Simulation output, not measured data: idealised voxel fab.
Name of the process module below: voxel plated lines
260 nm wide, 5 nm square cells: that's cross-section cut.
Heads up, the way a cross-section reads in here is a grid of square cells, handed over as bands from the top down, with every band being one or more rows of cells. What a band's entry tells you: where the top is and where the bottom is, as heights in nm, and after that what lies inside, material by material from left to right, each with its width in nm. Empty space is written as the word "blank", and a single material marked with the word "throughout" occupies the band from edge to edge. Ref level 0: as-received wafer is one material below here. Bottom band extends down with no lower bound ("0..down"). Width "30 to 40": first value at the band's top row of cells, second value at its bottom row, equal change from row to row. "all unchanged", as given for a step, is the statement that not any cell of the cross-section underwent a change during that step. Under "Enclosed internal cavities" you'll find the enclosed gaps, the ones with no way out to the top, that are 8 cells or bigger; each reads width x height at distance, with distance counted from the left edge, everything in nm. Text after the settings on a step's line: the simulator's own remark on that step. For masked steps, "overlay nm" on the step line gives how far right of plan the mask actually lay; a minus sign means it lay to the left.
# The process steps that were planned are listed below
1: RECEIVE,material Si
2: CONFORMAL_DEP,material SiO2,thk nm 5
3: DIRECTIONAL_DEP,material TiN,thk nm 5
4: PATTERN,tone open,mask id LINES,material resist,width nm 30,pitch nm 50,thk nm 35,overlay nm 0
5: EPI,material Ru,thk nm 5
6: EPI,material Ru,thk nm 10
7: EPI,material Ru,thk nm 5
8: STRIP,etch materials resist
9: DIRECTIONAL_ETCH,etch materials TiN,depth nm 5
10: CONFORMAL_DEP,material SiO2,thk nm 10
# Cross-section of the wafer as it came to us, i.e., already through step 1
* 0..down | Si throughout
* Enclosed internal cavities: none
# The plan above was carried out on the starting structure above with one mistake, and this cross-section shows the wafer at the end of the module
* 40..30 | blank: 30, then SiO2: 200, then blank: 30
* 30..25 | blank: 30, then SiO2: 10, then Ru: 30, then SiO2: 20, then Ru: 30, then SiO2: 20, then Ru: 30, then SiO2: 20, then Ru: 30, then SiO2: 10, then blank: 30
* 25..15 | SiO2: 40, then Ru: 30, then SiO2: 20, then Ru: 30, then SiO2: 20, then Ru: 30, then SiO2: 20, then Ru: 30, then SiO2: 40
* 15..10 | Ru throughout
* 10..5 | TiN throughout
* 5..0 | SiO2 throughout
* 0..down | Si throughout
* Enclosed internal cavities: none
What went wrong in running the wafer? ran 4 and 5 in swapped order versus the plan
